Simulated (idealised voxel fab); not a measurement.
process module | voxel gate over fins
cross-section cut | 140 nm wide | cells 5 nm
A cross-section is a grid of square cells, given in bands from the top down. A band is one or more rows of cells.
Each band's line starts with the height of the band's top and of its bottom, in nm. Then come its materials from left to right, each with its width in nm. One material with "throughout" fills the band from edge to edge. "air" is empty space.
Height 0 is the level under which the wafer as received is all one material. The lowest band goes on downwards, as in "0 down".
A width such as "30 to 40" changes by the same amount from each row of cells to the next, from the band's top row to its bottom row.
"no change" after a step means that no cell of the cross-section changed.
closed voids: empty space of 8 cells or more with no open way to the top, each as width x height at its distance from the left edge, in nm
after a step's settings: what the simulator itself notes on the step
overlay nm, on a step with a mask: how far to the right of its planned place the mask lay; to the left if negative
plan
1 op RECEIVE | material Si
2 op CONFORMAL_DEP | material SiN | thk nm 5
3 op PATTERN | tone cover | mask id FINS | material resist | width nm 15 | pitch nm 45 | thk nm 15 | overlay nm 0
4 op DIRECTIONAL_ETCH | etch materials SiN | depth nm 5
5 op DIRECTIONAL_ETCH | etch materials Si | depth nm 30
6 op STRIP | etch materials resist
7 op OXIDIZE | depth nm 5
8 op FILL_DEP | material SiO2 | thk nm 15
9 op CMP | height nm 5
10 op SELECTIVE_ETCH | etch materials SiO2 | depth nm 20
11 op STRIP | etch materials SiN
12 op CONFORMAL_DEP | material HfO2 | thk nm 5
13 op CONFORMAL_DEP | material TiN | thk nm 5
14 op CONFORMAL_DEP | material TiAl | thk nm 5
15 op CONFORMAL_DEP | material TiN | thk nm 5
16 op FILL_DEP | material W | thk nm 15
17 op CMP | height nm 30
18 op CONFORMAL_DEP | material SiN | thk nm 5
as received, after step 1
  0 down: Si throughout
  closed voids: none
first wafer at the end, as planned
  35 to 30: SiN throughout
  30 to 20: W throughout
  20 to 15: W 25 | TiN 90 | W 25
  15 to 10: W 25 | TiN 5 | TiAl 35 | TiN 10 | TiAl 35 | TiN 5 | W 25
  10 to 5: W 25 | TiN 5 | TiAl 5 | TiN 25 | TiAl 5 | TiN 10 | TiAl 5 | TiN 25 | TiAl 5 | TiN 5 | W 25
  5 to 0: TiN 30 | TiAl 5 | TiN 5 | HfO2 15 | TiN 5 | TiAl 5 | TiN 10 | TiAl 5 | TiN 5 | HfO2 15 | TiN 5 | TiAl 5 | TiN 30
  0 to -5: TiAl 35 | TiN 5 | HfO2 5 | Si 5 | HfO2 5 | TiN 5 | TiAl 20 | TiN 5 | HfO2 5 | Si 5 | HfO2 5 | TiN 5 | TiAl 35
  -5 to -10: TiN 40 | HfO2 5 | Si 5 | HfO2 5 | TiN 30 | HfO2 5 | Si 5 | HfO2 5 | TiN 40
  -10 to -15: HfO2 45 | Si 5 | HfO2 40 | Si 5 | HfO2 45
  -15 to -35: SiO2 45 | Si 5 | SiO2 40 | Si 5 | SiO2 45
  -35 down: Si throughout
  closed voids: none
second wafer at the end: like start, like plan, one mistake
  35 to 30: SiN throughout
  30 to 20: W throughout
  20 to 15: W 25 | TiN 90 | W 25
  15 to 10: W 25 | TiN 5 | TiAl 35 | TiN 10 | TiAl 35 | TiN 5 | W 25
  10 to 5: W 25 | TiN 5 | TiAl 5 | TiN 25 | TiAl 5 | TiN 10 | TiAl 5 | TiN 25 | TiAl 5 | TiN 5 | W 25
  5 to 0: W 25 | TiN 5 | TiAl 5 | TiN 5 | HfO2 15 | TiN 5 | TiAl 5 | TiN 10 | TiAl 5 | TiN 5 | HfO2 15 | TiN 5 | TiAl 5 | TiN 5 | W 25
  0 to -15: W 25 | TiN 5 | TiAl 5 | TiN 5 | HfO2 5 | Si 5 | HfO2 5 | TiN 5 | TiAl 5 | TiN 10 | TiAl 5 | TiN 5 | HfO2 5 | Si 5 | HfO2 5 | TiN 5 | TiAl 5 | TiN 5 | W 25
  -15 to -20: TiN 30 | TiAl 5 | TiN 5 | HfO2 5 | Si 5 | HfO2 5 | TiN 5 | TiAl 5 | TiN 10 | TiAl 5 | TiN 5 | HfO2 5 | Si 5 | HfO2 5 | TiN 5 | TiAl 5 | TiN 30
  -20 to -25: TiAl 35 | TiN 5 | HfO2 5 | Si 5 | HfO2 5 | TiN 5 | TiAl 20 | TiN 5 | HfO2 5 | Si 5 | HfO2 5 | TiN 5 | TiAl 35
  -25 to -30: TiN 40 | HfO2 5 | Si 5 | HfO2 5 | TiN 30 | HfO2 5 | Si 5 | HfO2 5 | TiN 40
  -30 to -35: HfO2 45 | Si 5 | HfO2 40 | Si 5 | HfO2 45
  -35 down: Si throughout
  closed voids: none
what went wrong: step 10 was run twice
at the end the second wafer has, in cells: 16 more of HfO2 | 104 fewer of SiO2 | 16 more of TiAl | 32 more of TiN | 40 more of W
